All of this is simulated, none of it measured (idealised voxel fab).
The process module presented herein is designated voxel capacitor over wiring.
Pictured: cross-section cut, 225 nm wide, on a grid of 5 nm square cells.
This document writes a cross-section as a grid whose cells are square, and gives it as bands, listed from the top down; one or more rows of cells form a band.
In this notation a band is specified by the heights of its top and bottom, in that order and in nm, after which its materials appear from left to right, each paired with its width in nm. The word "everywhere" attached to a single material means that material fills the band from edge to edge; the word "air" stands for empty space.
For the purposes of this specification, 0 denotes the height below which the wafer in its as-received condition is composed wholly of one material, and the lowermost band, lacking a lower limit, extends downward without end, as expressed in "0 nm and below".
Per-row width for "30->40": begins at first number (top row of band), ends at second number (bottom row), increment between rows held constant.
No cell of the cross-section changed in a step that is given as "nothing got changed".
Each empty space that has no open way to the top and spans at least 8 cells appears under "Closed-off voids" as width x height at distance, the distance counted from the left edge, all in nm.
Note: text after step settings on the step line = simulator remark on that step.
overlay nm: mask offset rightward from planned place, masked step; negative means leftward offset.
The remainder of this document consists of a sequence of paired cross-sections. Each pair presents the cross-section prior to one process step together with the cross-section following it, the latter being rendered only as deep as the lowest band that underwent change. The intervening step, together with its settings, is stated beneath each pair. Because the pairs may originate from different runs of this module on the same starting wafer, a given pair is to be read as continuing from the preceding pair only where its entry headed "Incoming profile" so indicates.
[Incoming profile]
* 110 nm to 105 nm: TiN: 85 / air: 5 / TiN: 135
* 105 nm to 95 nm: SiO2: 80 / TiN: 5 / air: 5 / TiN: 5 / SiO2: 130
* 95 nm to 90 nm: SiO2: 80 / TiN: 15 / SiO2: 130
* 90 nm to 80 nm: SiO2: 70 / TiN: 55 / SiO2: 100
* 80 nm to 70 nm: SiO2: 65 / TiN: 65 / SiO2: 95
* 70 nm to 65 nm: HfO2 everywhere
* 65 nm to 50 nm: lowk: 70 / Ru: 15 / lowk: 140
* 50 nm to 45 nm: SiCN: 70 / Ru: 15 / SiCN: 140
* 45 nm to 20 nm: SiO2: 55 / TiN: 5 / W: 20 / TiN: 5 / SiO2: 50 / TiN: 5 / W: 20 / TiN: 5 / SiO2: 60
* 20 nm to 15 nm: SiN: 55 / TiN: 30 / SiN: 50 / TiN: 30 / SiN: 60
* 15 nm to 0 nm: SiO2 everywhere
* 0 nm and below: Si everywhere
* Closed-off voids: none
[Cut View, Post-Step]
* 120 nm to 110 nm: Ru everywhere
* 110 nm to 105 nm: TiN: 85 / Ru: 5 / TiN: 135
* 105 nm to 95 nm: SiO2: 80 / TiN: 5 / Ru: 5 / TiN: 5 / SiO2: 130
* Under the height 95 nothing was changed.
* Closed-off voids: none
Going from the before section above to the after section, the step was FILL_DEP, material Ru, thk nm 10
Incoming profile: the pre-step structure is the one depicted after the step in the pair just above.
[Cut View, Post-Step]
* 105 nm to 95 nm: SiO2: 80 / TiN: 5 / Ru: 5 / TiN: 5 / SiO2: 130
* Under the height 95 nothing was changed.
* Closed-off voids: none
Going from the before section above to the after section, the step was CMP, height nm 105
Incoming profile: the pre-step structure is the one depicted after the step in the pair just above.
[Cut View, Post-Step]
* 110 nm to 105 nm: SiN everywhere
* Under the height 105 nothing was changed.
* Closed-off voids: none
Going from the before section above to the after section, the step was CONFORMAL_DEP, material SiN, thk nm 5
[Incoming profile]
* 50 nm to 45 nm: SiCN everywhere
* 45 nm to 20 nm: SiO2: 55 / TiN: 5 / W: 20 / TiN: 5 / SiO2: 50 / TiN: 5 / W: 20 / TiN: 5 / SiO2: 60
* 20 nm to 15 nm: SiN: 55 / TiN: 30 / SiN: 50 / TiN: 30 / SiN: 60
* 15 nm to 0 nm: SiO2 everywhere
* 0 nm and below: Si everywhere
* Closed-off voids: none
[Cut View, Post-Step]
* 60 nm to 50 nm: lowk everywhere
* Under the height 50 nothing was changed.
* Closed-off voids: none
Going from the before section above to the after section, the step was DIRECTIONAL_DEP, material lowk, thk nm 10
Incoming profile: the pre-step structure is the one depicted after the step in the pair just above.
[Cut View, Post-Step]
* 80 nm to 60 nm: resist: 70 / air: 15 / resist: 140
* Under the height 60 nothing was changed.
* Closed-off voids: none
Going from the before section above to the after section, the step was PATTERN, tone open, mask id PLUG_1, material resist, width nm 15, thk nm 20, overlay nm 0
Incoming profile: the pre-step structure is the one depicted after the step in the pair just above.
[Cut View, Post-Step]
* 80 nm to 60 nm: resist: 70 / air: 15 / resist: 140
* 60 nm to 50 nm: lowk: 70 / air: 15 / lowk: 140
* Under the height 50 nothing was changed.
* Closed-off voids: none
Going from the before section above to the after section, the step was DIRECTIONAL_ETCH, etch materials lowk, depth nm 15
Incoming profile: the pre-step structure is the one depicted after the step in the pair just above.
[Cut View, Post-Step]
* 80 nm to 60 nm: resist: 70 / air: 15 / resist: 140
* 60 nm to 50 nm: lowk: 70 / air: 15 / lowk: 140
* 50 nm to 45 nm: SiCN: 70 / air: 15 / SiCN: 140
* Under the height 45 nothing was changed.
* Closed-off voids: none
Going from the before section above to the after section, the step was DIRECTIONAL_ETCH, etch materials SiCN, depth nm 5
Incoming profile: the pre-step structure is the one depicted after the step in the pair just above.
[Cut View, Post-Step]
* 60 nm to 50 nm: lowk: 70 / air: 15 / lowk: 140
* Under the height 50 nothing was changed.
* Closed-off voids: none
Going from the before section above to the after section, the step was STRIP, etch materials resist
Incoming profile: the pre-step structure is the one depicted after the step in the pair just above.
[Cut View, Post-Step]
* 60 nm to 55 nm: lowk: 70 / air: 15 / lowk: 140
* 55 nm to 50 nm: lowk: 70 / Ru: 15 / lowk: 140
* 50 nm to 45 nm: SiCN: 70 / Ru: 15 / SiCN: 140
* Under the height 45 nothing was changed.
* Closed-off voids: none
Going from the before section above to the after section, the step was EPI, material Ru, thk nm 10
Incoming profile: the pre-step structure is the one depicted after the step in the pair just above.
[Cut View, Post-Step]
* 65 nm to 60 nm: air: 65 / Ru: 25 / air: 135
* 60 nm to 50 nm: lowk: 70 / Ru: 15 / lowk: 140
* Under the height 50 nothing was changed.
* Closed-off voids: none
Going from the before section above to the after section, the step was EPI, material Ru, thk nm 10
Incoming profile: the pre-step structure is the one depicted after the step in the pair just above.
[Cut View, Post-Step]
* 75 nm to 70 nm: air: 65 / TiN: 25 / air: 135
* 70 nm to 65 nm: TiN everywhere
* 65 nm to 60 nm: TiN: 65 / Ru: 25 / TiN: 135
* Under the height 60 nothing was changed.
* Closed-off voids: none
Going from the before section above to the after section, the step was DIRECTIONAL_DEP, material TiN, thk nm 10
Incoming profile: the pre-step structure is the one depicted after the step in the pair just above.
[Cut View, Post-Step]
* 80 nm to 75 nm: air: 65 / HfO2: 25 / air: 135
* 75 nm to 70 nm: HfO2: 65 / TiN: 25 / HfO2: 135
* Under the height 70 nothing was changed.
* Closed-off voids: none
Going from the before section above to the after section, the step was DIRECTIONAL_DEP, material HfO2, thk nm 5
Incoming profile: the pre-step structure is the one depicted after the step in the pair just above.
[Cut View, Post-Step]
* 90 nm to 85 nm: air: 65 / TiN: 25 / air: 135
* 85 nm to 80 nm: TiN everywhere
* 80 nm to 75 nm: TiN: 65 / HfO2: 25 / TiN: 135
* Under the height 75 nothing was changed.
* Closed-off voids: none
Going from the before section above to the after section, the step was DIRECTIONAL_DEP, material TiN, thk nm 10
Incoming profile: the pre-step structure is the one depicted after the step in the pair just above.
[Cut View, Post-Step]
* 90 nm to 80 nm: air: 70 / TiN: 20->55 / air: 135->100
* 80 nm to 75 nm: air: 65 / HfO2: 25 / TiN: 35 / air: 100
* Under the height 75 nothing was changed.
* Closed-off voids: none
Going from the before section above to the after section, the step was MASKED_ETCH, tone cover, mask id UPPER_PLATE, width nm 55, etch materials TiN, depth nm 10, overlay nm 0
Incoming profile: the pre-step structure is the one depicted after the step in the pair just above.
[Cut View, Post-Step]
* 90 nm to 80 nm: air: 70 / TiN: 20->55 / air: 135->100
* 80 nm to 75 nm: air: 70 / HfO2: 20 / TiN: 35 / air: 100
* 75 nm to 70 nm: air: 65 / TiN: 25 / HfO2: 35 / air: 100
* Under the height 70 nothing was changed.
* Closed-off voids: none
Going from the before section above to the after section, the step was MASKED_ETCH, tone cover, mask id UPPER_PLATE, width nm 55, etch materials HfO2, depth nm 5, overlay nm 0
Incoming profile: the pre-step structure is the one depicted after the step in the pair just above.
[Cut View, Post-Step]
* 90 nm to 80 nm: air: 70 / TiN: 20->55 / air: 135->100
* 80 nm to 75 nm: air: 70 / HfO2: 20 / TiN: 35 / air: 100
* 75 nm to 70 nm: air: 65 / TiN: 25 / HfO2: 35 / air: 100
* 70 nm to 65 nm: air: 65 / TiN: 65 / air: 95
* 65 nm to 60 nm: air: 65 / Ru: 25 / TiN: 40 / air: 95
* Under the height 60 nothing was changed.
* Closed-off voids: none
Going from the before section above to the after section, the step was MASKED_ETCH, tone cover, mask id LOWER_PLATE, width nm 65, etch materials TiN, depth nm 10, overlay nm 0
Incoming profile: the pre-step structure is the one depicted after the step in the pair just above.
[Cut View, Post-Step]
* 110 nm to 90 nm: SiO2 everywhere
* 90 nm to 80 nm: SiO2: 70 / TiN: 20->55 / SiO2: 135->100
* 80 nm to 75 nm: SiO2: 70 / HfO2: 20 / TiN: 35 / SiO2: 100
* 75 nm to 70 nm: SiO2: 65 / TiN: 25 / HfO2: 35 / SiO2: 100
* 70 nm to 65 nm: SiO2: 65 / TiN: 65 / SiO2: 95
* 65 nm to 60 nm: SiO2: 65 / Ru: 25 / TiN: 40 / SiO2: 95
* Under the height 60 nothing was changed.
* Closed-off voids: none
Going from the before section above to the after section, the step was FILL_DEP, material SiO2, thk nm 20
Incoming profile: the pre-step structure is the one depicted after the step in the pair just above.
[Cut View, Post-Step]
* 105 nm to 90 nm: SiO2 everywhere
* Under the height 90 nothing was changed.
* Closed-off voids: none
Going from the before section above to the after section, the step was CMP, height nm 105
Incoming profile: the pre-step structure is the one depicted after the step in the pair just above.
[Cut View, Post-Step]
* 120 nm to 105 nm: resist: 80 / air: 15 / resist: 130
* Under the height 105 nothing was changed.
* Closed-off voids: none
Going from the before section above to the after section, the step was PATTERN, tone open, mask id PLUG_2, material resist, width nm 15, thk nm 15, overlay nm 0
Incoming profile: the pre-step structure is the one depicted after the step in the pair just above.
[Cut View, Post-Step]
* 120 nm to 105 nm: resist: 80 / air: 15 / resist: 130
* 105 nm to 90 nm: SiO2: 80 / air: 15 / SiO2: 130
* Under the height 90 nothing was changed.
* Closed-off voids: none
Going from the before section above to the after section, the step was DIRECTIONAL_ETCH, etch materials SiO2, depth nm 15
Incoming profile: the pre-step structure is the one depicted after the step in the pair just above.
[Cut View, Post-Step]
* 105 nm to 90 nm: SiO2: 80 / air: 15 / SiO2: 130
* Under the height 90 nothing was changed.
* Closed-off voids: none
Going from the before section above to the after section, the step was STRIP, etch materials resist
Incoming profile: the pre-step structure is the one depicted after the step in the pair just above.
[Cut View, Post-Step]
* 110 nm to 105 nm: TiN: 85 / air: 5 / TiN: 135
* 105 nm to 95 nm: SiO2: 80 / TiN: 5 / air: 5 / TiN: 5 / SiO2: 130
* 95 nm to 85 nm: SiO2: 80->70 / TiN: 15->20 / SiO2: 130->135
* Under the height 85 nothing was changed.
* Closed-off voids: none
Going from the before section above to the after section, the step was CONFORMAL_DEP, material TiN, thk nm 5
Incoming profile: the pre-step structure is the one depicted after the step in the pair just above.
[Cut View, Post-Step]
* 120 nm to 110 nm: Ru everywhere
* 110 nm to 105 nm: TiN: 85 / Ru: 5 / TiN: 135
* 105 nm to 95 nm: SiO2: 80 / TiN: 5 / Ru: 5 / TiN: 5 / SiO2: 130
* Under the height 95 nothing was changed.
* Closed-off voids: none
Going from the before section above to the after section, the step was FILL_DEP, material Ru, thk nm 10
Incoming profile: the pre-step structure is the one depicted after the step in the pair just above.
[Cut View, Post-Step]
* 105 nm to 95 nm: SiO2: 80 / TiN: 5 / Ru: 5 / TiN: 5 / SiO2: 130
* Under the height 95 nothing was changed.
* Closed-off voids: none
Going from the before section above to the after section, the step was CMP, height nm 105
Incoming profile: the pre-step structure is the one depicted after the step in the pair just above.
[Cut View, Post-Step]
* 110 nm to 105 nm: SiN everywhere
* Under the height 105 nothing was changed.
* Closed-off voids: none
Going from the before section above to the after section, the step was CONFORMAL_DEP, material SiN, thk nm 5
[Incoming profile]
* 90 nm to 80 nm: air: 70 / TiN: 55 / air: 100
* 80 nm to 75 nm: air: 70 / HfO2: 55 / air: 100
* 75 nm to 65 nm: TiN everywhere
* 65 nm to 50 nm: lowk: 70 / Ru: 15 / lowk: 140
* 50 nm to 45 nm: SiCN: 70 / Ru: 15 / SiCN: 140
* 45 nm to 20 nm: SiO2: 55 / TiN: 5 / W: 20 / TiN: 5 / SiO2: 50 / TiN: 5 / W: 20 / TiN: 5 / SiO2: 60
* 20 nm to 15 nm: SiN: 55 / TiN: 30 / SiN: 50 / TiN: 30 / SiN: 60
* 15 nm to 0 nm: SiO2 everywhere
* 0 nm and below: Si everywhere
* Closed-off voids: none
[Cut View, Post-Step]
* 90 nm to 80 nm: air: 70 / TiN: 55 / air: 100
* 80 nm to 75 nm: air: 70 / HfO2: 55 / air: 100
* 75 nm to 65 nm: air: 60 / TiN: 75 / air: 90
* Under the height 65 nothing was changed.
* Closed-off voids: none
Going from the before section above to the after section, the step was MASKED_ETCH, tone cover, mask id LOWER_PLATE, width nm 75, etch materials TiN, depth nm 10, overlay nm 0
Incoming profile: the pre-step structure is the one depicted after the step in the pair just above.
[Cut View, Post-Step]
* 110 nm to 90 nm: SiO2 everywhere
* 90 nm to 80 nm: SiO2: 70 / TiN: 55 / SiO2: 100
* 80 nm to 75 nm: SiO2: 70 / HfO2: 55 / SiO2: 100
* 75 nm to 65 nm: SiO2: 60 / TiN: 75 / SiO2: 90
* Under the height 65 nothing was changed.
* Closed-off voids: none
Going from the before section above to the after section, the step was FILL_DEP, material SiO2, thk nm 20
Incoming profile: the pre-step structure is the one depicted after the step in the pair just above.
[Cut View, Post-Step]
* 105 nm to 90 nm: SiO2 everywhere
* Under the height 90 nothing was changed.
* Closed-off voids: none
Going from the before section above to the after section, the step was CMP, height nm 105
Incoming profile: the pre-step structure is the one depicted after the step in the pair just above.
[Cut View, Post-Step]
* 120 nm to 105 nm: resist: 80 / air: 15 / resist: 130
* Under the height 105 nothing was changed.
* Closed-off voids: none
Going from the before section above to the after section, the step was PATTERN, tone open, mask id PLUG_2, material resist, width nm 15, thk nm 15, overlay nm 0
Incoming profile: the pre-step structure is the one depicted after the step in the pair just above.
[Cut View, Post-Step]
* 120 nm to 105 nm: resist: 80 / air: 15 / resist: 130
* 105 nm to 90 nm: SiO2: 80 / air: 15 / SiO2: 130
* Under the height 90 nothing was changed.
* Closed-off voids: none
Going from the before section above to the after section, the step was DIRECTIONAL_ETCH, etch materials SiO2, depth nm 15
Incoming profile: the pre-step structure is the one depicted after the step in the pair just above.
[Cut View, Post-Step]
* 105 nm to 90 nm: SiO2: 80 / air: 15 / SiO2: 130
* Under the height 90 nothing was changed.
* Closed-off voids: none
Going from the before section above to the after section, the step was STRIP, etch materials resist
Incoming profile: the pre-step structure is the one depicted after the step in the pair just above.
[Cut View, Post-Step]
* 110 nm to 105 nm: TiN: 85 / air: 5 / TiN: 135
* 105 nm to 95 nm: SiO2: 80 / TiN: 5 / air: 5 / TiN: 5 / SiO2: 130
* 95 nm to 90 nm: SiO2: 80 / TiN: 15 / SiO2: 130
* Under the height 90 nothing was changed.
* Closed-off voids: none
Going from the before section above to the after section, the step was CONFORMAL_DEP, material TiN, thk nm 5
Incoming profile: the pre-step structure is the one depicted after the step in the pair just above.
[Cut View, Post-Step]
* 120 nm to 110 nm: Ru everywhere
* 110 nm to 105 nm: TiN: 85 / Ru: 5 / TiN: 135
* 105 nm to 95 nm: SiO2: 80 / TiN: 5 / Ru: 5 / TiN: 5 / SiO2: 130
* Under the height 95 nothing was changed.
* Closed-off voids: none
Going from the before section above to the after section, the step was FILL_DEP, material Ru, thk nm 10
Incoming profile: the pre-step structure is the one depicted after the step in the pair just above.
[Cut View, Post-Step]
* 105 nm to 95 nm: SiO2: 80 / TiN: 5 / Ru: 5 / TiN: 5 / SiO2: 130
* Under the height 95 nothing was changed.
* Closed-off voids: none
Going from the before section above to the after section, the step was CMP, height nm 105
Incoming profile: the pre-step structure is the one depicted after the step in the pair just above.
[Cut View, Post-Step]
* 110 nm to 105 nm: SiN everywhere
* Under the height 105 nothing was changed.
* Closed-off voids: none
Going from the before section above to the after section, the step was CONFORMAL_DEP, material SiN, thk nm 5
[Incoming profile]
* 65 nm to 50 nm: lowk everywhere
* 50 nm to 45 nm: SiCN everywhere
* 45 nm to 20 nm: SiO2: 55 / TiN: 5 / W: 20 / TiN: 5 / SiO2: 50 / TiN: 5 / W: 20 / TiN: 5 / SiO2: 60
* 20 nm to 15 nm: SiN: 55 / TiN: 30 / SiN: 50 / TiN: 30 / SiN: 60
* 15 nm to 0 nm: SiO2 everywhere
* 0 nm and below: Si everywhere
* Closed-off voids: none
[Cut View, Post-Step]
* 85 nm to 65 nm: resist: 80 / air: 15 / resist: 130
* Under the height 65 nothing was changed.
* Closed-off voids: none
Going from the before section above to the after section, the step was PATTERN, tone open, mask id PLUG_1, material resist, width nm 15, thk nm 20, overlay nm 10
Incoming profile: the pre-step structure is the one depicted after the step in the pair just above.
[Cut View, Post-Step]
* 85 nm to 65 nm: resist: 80 / air: 15 / resist: 130
* 65 nm to 50 nm: lowk: 80 / air: 15 / lowk: 130
* Under the height 50 nothing was changed.
* Closed-off voids: none
Going from the before section above to the after section, the step was DIRECTIONAL_ETCH, etch materials lowk, depth nm 15
Incoming profile: the pre-step structure is the one depicted after the step in the pair just above.
[Cut View, Post-Step]
* 85 nm to 65 nm: resist: 80 / air: 15 / resist: 130
* 65 nm to 50 nm: lowk: 80 / air: 15 / lowk: 130
* 50 nm to 45 nm: SiCN: 80 / air: 15 / SiCN: 130
* Under the height 45 nothing was changed.
* Closed-off voids: none
Going from the before section above to the after section, the step was DIRECTIONAL_ETCH, etch materials SiCN, depth nm 5
Incoming profile: the pre-step structure is the one depicted after the step in the pair just above.
[Cut View, Post-Step]
* 65 nm to 50 nm: lowk: 80 / air: 15 / lowk: 130
* Under the height 50 nothing was changed.
* Closed-off voids: none
Going from the before section above to the after section, the step was STRIP, etch materials resist
Incoming profile: the pre-step structure is the one depicted after the step in the pair just above.
[Cut View, Post-Step]
* 65 nm to 55 nm: lowk: 80 / air: 15 / lowk: 130
* 55 nm to 50 nm: lowk: 80 / Ru: 15 / lowk: 130
* 50 nm to 45 nm: SiCN: 80 / Ru: 15 / SiCN: 130
* Under the height 45 nothing was changed.
* Closed-off voids: none
Going from the before section above to the after section, the step was EPI, material Ru, thk nm 10
Incoming profile: the pre-step structure is the one depicted after the step in the pair just above.
[Cut View, Post-Step]
* 65 nm to 50 nm: lowk: 80 / Ru: 15 / lowk: 130
* Under the height 50 nothing was changed.
* Closed-off voids: none
Going from the before section above to the after section, the step was EPI, material Ru, thk nm 10
Incoming profile: the pre-step structure is the one depicted after the step in the pair just above.
[Cut View, Post-Step]
* 75 nm to 65 nm: TiN everywhere
* Under the height 65 nothing was changed.
* Closed-off voids: none
Going from the before section above to the after section, the step was DIRECTIONAL_DEP, material TiN, thk nm 10
Incoming profile: the pre-step structure is the one depicted after the step in the pair just above.
[Cut View, Post-Step]
* 80 nm to 75 nm: HfO2 everywhere
* Under the height 75 nothing was changed.
* Closed-off voids: none
Going from the before section above to the after section, the step was DIRECTIONAL_DEP, material HfO2, thk nm 5
Incoming profile: the pre-step structure is the one depicted after the step in the pair just above.
[Cut View, Post-Step]
* 90 nm to 80 nm: TiN everywhere
* Under the height 80 nothing was changed.
* Closed-off voids: none
Going from the before section above to the after section, the step was DIRECTIONAL_DEP, material TiN, thk nm 10
Incoming profile: the pre-step structure is the one depicted after the step in the pair just above.
[Cut View, Post-Step]
* 90 nm to 80 nm: air: 70 / TiN: 55 / air: 100
* Under the height 80 nothing was changed.
* Closed-off voids: none
Going from the before section above to the after section, the step was MASKED_ETCH, tone cover, mask id UPPER_PLATE, width nm 55, etch materials TiN, depth nm 10, overlay nm 0
Incoming profile: the pre-step structure is the one depicted after the step in the pair just above.
[Cut View, Post-Step]
* 90 nm to 80 nm: air: 70 / TiN: 55 / air: 100
* 80 nm to 75 nm: air: 70 / HfO2: 55 / air: 100
* Under the height 75 nothing was changed.
* Closed-off voids: none
Going from the before section above to the after section, the step was MASKED_ETCH, tone cover, mask id UPPER_PLATE, width nm 55, etch materials HfO2, depth nm 5, overlay nm 0
Incoming profile: the pre-step structure is the one depicted after the step in the pair just above.
[Cut View, Post-Step]
* 90 nm to 80 nm: air: 70 / TiN: 55 / air: 100
* 80 nm to 75 nm: air: 70 / HfO2: 55 / air: 100
* 75 nm to 65 nm: air: 65 / TiN: 65 / air: 95
* Under the height 65 nothing was changed.
* Closed-off voids: none
Going from the before section above to the after section, the step was MASKED_ETCH, tone cover, mask id LOWER_PLATE, width nm 65, etch materials TiN, depth nm 10, overlay nm 0
Incoming profile: the pre-step structure is the one depicted after the step in the pair just above.
[Cut View, Post-Step]
* 110 nm to 90 nm: SiO2 everywhere
* 90 nm to 80 nm: SiO2: 70 / TiN: 55 / SiO2: 100
* 80 nm to 75 nm: SiO2: 70 / HfO2: 55 / SiO2: 100
* 75 nm to 65 nm: SiO2: 65 / TiN: 65 / SiO2: 95
* Under the height 65 nothing was changed.
* Closed-off voids: none
Going from the before section above to the after section, the step was FILL_DEP, material SiO2, thk nm 20
Incoming profile: the pre-step structure is the one depicted after the step in the pair just above.
[Cut View, Post-Step]
* 105 nm to 90 nm: SiO2 everywhere
* Under the height 90 nothing was changed.
* Closed-off voids: none
Going from the before section above to the after section, the step was CMP, height nm 105
Incoming profile: the pre-step structure is the one depicted after the step in the pair just above.
[Cut View, Post-Step]
* 120 nm to 105 nm: resist: 80 / air: 15 / resist: 130
* Under the height 105 nothing was changed.
* Closed-off voids: none
Going from the before section above to the after section, the step was PATTERN, tone open, mask id PLUG_2, material resist, width nm 15, thk nm 15, overlay nm 0
Incoming profile: the pre-step structure is the one depicted after the step in the pair just above.
[Cut View, Post-Step]
* 120 nm to 105 nm: resist: 80 / air: 15 / resist: 130
* 105 nm to 90 nm: SiO2: 80 / air: 15 / SiO2: 130
* Under the height 90 nothing was changed.
* Closed-off voids: none
Going from the before section above to the after section, the step was DIRECTIONAL_ETCH, etch materials SiO2, depth nm 15
Incoming profile: the pre-step structure is the one depicted after the step in the pair just above.
[Cut View, Post-Step]
* 105 nm to 90 nm: SiO2: 80 / air: 15 / SiO2: 130
* Under the height 90 nothing was changed.
* Closed-off voids: none
Going from the before section above to the after section, the step was STRIP, etch materials resist
Incoming profile: the pre-step structure is the one depicted after the step in the pair just above.
[Cut View, Post-Step]
* 110 nm to 105 nm: TiN: 85 / air: 5 / TiN: 135
* 105 nm to 95 nm: SiO2: 80 / TiN: 5 / air: 5 / TiN: 5 / SiO2: 130
* 95 nm to 90 nm: SiO2: 80 / TiN: 15 / SiO2: 130
* Under the height 90 nothing was changed.
* Closed-off voids: none
Going from the before section above to the after section, the step was CONFORMAL_DEP, material TiN, thk nm 5
Incoming profile: the pre-step structure is the one depicted after the step in the pair just above.
[Cut View, Post-Step]
* 120 nm to 110 nm: Ru everywhere
* 110 nm to 105 nm: TiN: 85 / Ru: 5 / TiN: 135
* 105 nm to 95 nm: SiO2: 80 / TiN: 5 / Ru: 5 / TiN: 5 / SiO2: 130
* Under the height 95 nothing was changed.
* Closed-off voids: none
Going from the before section above to the after section, the step was FILL_DEP, material Ru, thk nm 10
Incoming profile: the pre-step structure is the one depicted after the step in the pair just above.
[Cut View, Post-Step]
* 105 nm to 95 nm: SiO2: 80 / TiN: 5 / Ru: 5 / TiN: 5 / SiO2: 130
* Under the height 95 nothing was changed.
* Closed-off voids: none
Going from the before section above to the after section, the step was CMP, height nm 105
Incoming profile: the pre-step structure is the one depicted after the step in the pair just above.
[Cut View, Post-Step]
* 110 nm to 105 nm: SiN everywhere
* Under the height 105 nothing was changed.
* Closed-off voids: none
Going from the before section above to the after section, the step was CONFORMAL_DEP, material SiN, thk nm 5
[Incoming profile]
* 105 nm to 90 nm: SiO2: 80 / air: 15 / SiO2: 130
* 90 nm to 80 nm: SiO2: 70 / TiN: 55 / SiO2: 100
* 80 nm to 75 nm: SiO2: 70 / HfO2: 55 / SiO2: 100
* 75 nm to 65 nm: SiO2: 65 / TiN: 65 / SiO2: 95
* 65 nm to 50 nm: lowk: 70 / Ru: 15 / lowk: 140
* 50 nm to 45 nm: SiCN: 70 / Ru: 15 / SiCN: 140
* 45 nm to 20 nm: SiO2: 55 / TiN: 5 / W: 20 / TiN: 5 / SiO2: 50 / TiN: 5 / W: 20 / TiN: 5 / SiO2: 60
* 20 nm to 15 nm: SiN: 55 / TiN: 30 / SiN: 50 / TiN: 30 / SiN: 60
* 15 nm to 0 nm: SiO2 everywhere
* 0 nm and below: Si everywhere
* Closed-off voids: none
[Cut View, Post-Step]
* 110 nm to 105 nm: lowk: 85 / air: 5 / lowk: 135
* 105 nm to 95 nm: SiO2: 80 / lowk: 5 / air: 5 / lowk: 5 / SiO2: 130
* 95 nm to 90 nm: SiO2: 80 / lowk: 15 / SiO2: 130
* Under the height 90 nothing was changed.
* Closed-off voids: none
Going from the before section above to the after section, the step was CONFORMAL_DEP, material lowk, thk nm 5
Incoming profile: the pre-step structure is the one depicted after the step in the pair just above.
[Cut View, Post-Step]
* 120 nm to 110 nm: Ru everywhere
* 110 nm to 105 nm: lowk: 85 / Ru: 5 / lowk: 135
* 105 nm to 95 nm: SiO2: 80 / lowk: 5 / Ru: 5 / lowk: 5 / SiO2: 130
* Under the height 95 nothing was changed.
* Closed-off voids: none
Going from the before section above to the after section, the step was FILL_DEP, material Ru, thk nm 10
Incoming profile: the pre-step structure is the one depicted after the step in the pair just above.
[Cut View, Post-Step]
* 105 nm to 95 nm: SiO2: 80 / lowk: 5 / Ru: 5 / lowk: 5 / SiO2: 130
* Under the height 95 nothing was changed.
* Closed-off voids: none
Going from the before section above to the after section, the step was CMP, height nm 105
Incoming profile: the pre-step structure is the one depicted after the step in the pair just above.
[Cut View, Post-Step]
* 110 nm to 105 nm: SiN everywhere
* Under the height 105 nothing was changed.
* Closed-off voids: none
Going from the before section above to the after section, the step was CONFORMAL_DEP, material SiN, thk nm 5
[Incoming profile]
* 45 nm to 20 nm: SiO2 everywhere
* 20 nm to 15 nm: SiN everywhere
* 15 nm to 0 nm: SiO2 everywhere
* 0 nm and below: Si everywhere
* Closed-off voids: none
[Cut View, Post-Step]
* 60 nm to 45 nm: air: 55 / resist: 30 / air: 50 / resist: 30 / air: 60
* Under the height 45 nothing was changed.
* Closed-off voids: none
Going from the before section above to the after section, the step was PATTERN, tone cover, mask id METAL_1, material resist, width nm 30, pitch nm 80, thk nm 15, overlay nm 0
Incoming profile: the pre-step structure is the one depicted after the step in the pair just above.
[Cut View, Post-Step]
* 60 nm to 45 nm: air: 55 / resist: 30 / air: 50 / resist: 30 / air: 60
* 45 nm to 20 nm: air: 55 / SiO2: 30 / air: 50 / SiO2: 30 / air: 60
* Under the height 20 nothing was changed.
* Closed-off voids: none
Going from the before section above to the after section, the step was DIRECTIONAL_ETCH, etch materials SiO2, depth nm 25
Incoming profile: the pre-step structure is the one depicted after the step in the pair just above.
[Cut View, Post-Step]
* 60 nm to 45 nm: air: 55 / resist: 30 / air: 50 / resist: 30 / air: 60
* 45 nm to 20 nm: air: 55 / SiO2: 30 / air: 50 / SiO2: 30 / air: 60
* 20 nm to 15 nm: air: 55 / SiN: 30 / air: 50 / SiN: 30 / air: 60
* Under the height 15 nothing was changed.
* Closed-off voids: none
Going from the before section above to the after section, the step was DIRECTIONAL_ETCH, etch materials SiN, depth nm 5
Incoming profile: the pre-step structure is the one depicted after the step in the pair just above.
[Cut View, Post-Step]
* 45 nm to 20 nm: air: 55 / SiO2: 30 / air: 50 / SiO2: 30 / air: 60
* Under the height 20 nothing was changed.
* Closed-off voids: none
Going from the before section above to the after section, the step was STRIP, etch materials resist
Incoming profile: the pre-step structure is the one depicted after the step in the pair just above.
[Cut View, Post-Step]
* 50 nm to 45 nm: air: 50 / TiN: 40 / air: 40 / TiN: 40 / air: 55
* 45 nm to 20 nm: air: 50 / TiN: 5 / SiO2: 30 / TiN: 5 / air: 40 / TiN: 5 / SiO2: 30 / TiN: 5 / air: 55
* 20 nm to 15 nm: TiN: 55 / SiN: 30 / TiN: 50 / SiN: 30 / TiN: 60
* Under the height 15 nothing was changed.
* Closed-off voids: none
Going from the before section above to the after section, the step was CONFORMAL_DEP, material TiN, thk nm 5
Incoming profile: the pre-step structure is the one depicted after the step in the pair just above.
[Cut View, Post-Step]
* 60 nm to 50 nm: W everywhere
* 50 nm to 45 nm: W: 50 / TiN: 40 / W: 40 / TiN: 40 / W: 55
* 45 nm to 20 nm: W: 50 / TiN: 5 / SiO2: 30 / TiN: 5 / W: 40 / TiN: 5 / SiO2: 30 / TiN: 5 / W: 55
* Under the height 20 nothing was changed.
* Closed-off voids: none
Going from the before section above to the after section, the step was FILL_DEP, material W, thk nm 10
Incoming profile: the pre-step structure is the one depicted after the step in the pair just above.
[Cut View, Post-Step]
* 45 nm to 20 nm: W: 50 / TiN: 5 / SiO2: 30 / TiN: 5 / W: 40 / TiN: 5 / SiO2: 30 / TiN: 5 / W: 55
* Under the height 20 nothing was changed.
* Closed-off voids: none
Going from the before section above to the after section, the step was CMP, height nm 45
Incoming profile: the pre-step structure is the one depicted after the step in the pair just above.
[Cut View, Post-Step]
* 50 nm to 45 nm: SiCN everywhere
* Under the height 45 nothing was changed.
* Closed-off voids: none
Going from the before section above to the after section, the step was CONFORMAL_DEP, material SiCN, thk nm 5
Incoming profile: the pre-step structure is the one depicted after the step in the pair just above.
[Cut View, Post-Step]
* 65 nm to 50 nm: lowk everywhere
* Under the height 50 nothing was changed.
* Closed-off voids: none
Going from the before section above to the after section, the step was DIRECTIONAL_DEP, material lowk, thk nm 15
Incoming profile: the pre-step structure is the one depicted after the step in the pair just above.
[Cut View, Post-Step]
* 85 nm to 65 nm: resist: 70 / air: 15 / resist: 140
* Under the height 65 nothing was changed.
* Closed-off voids: none
Going from the before section above to the after section, the step was PATTERN, tone open, mask id PLUG_1, material resist, width nm 15, thk nm 20, overlay nm 0
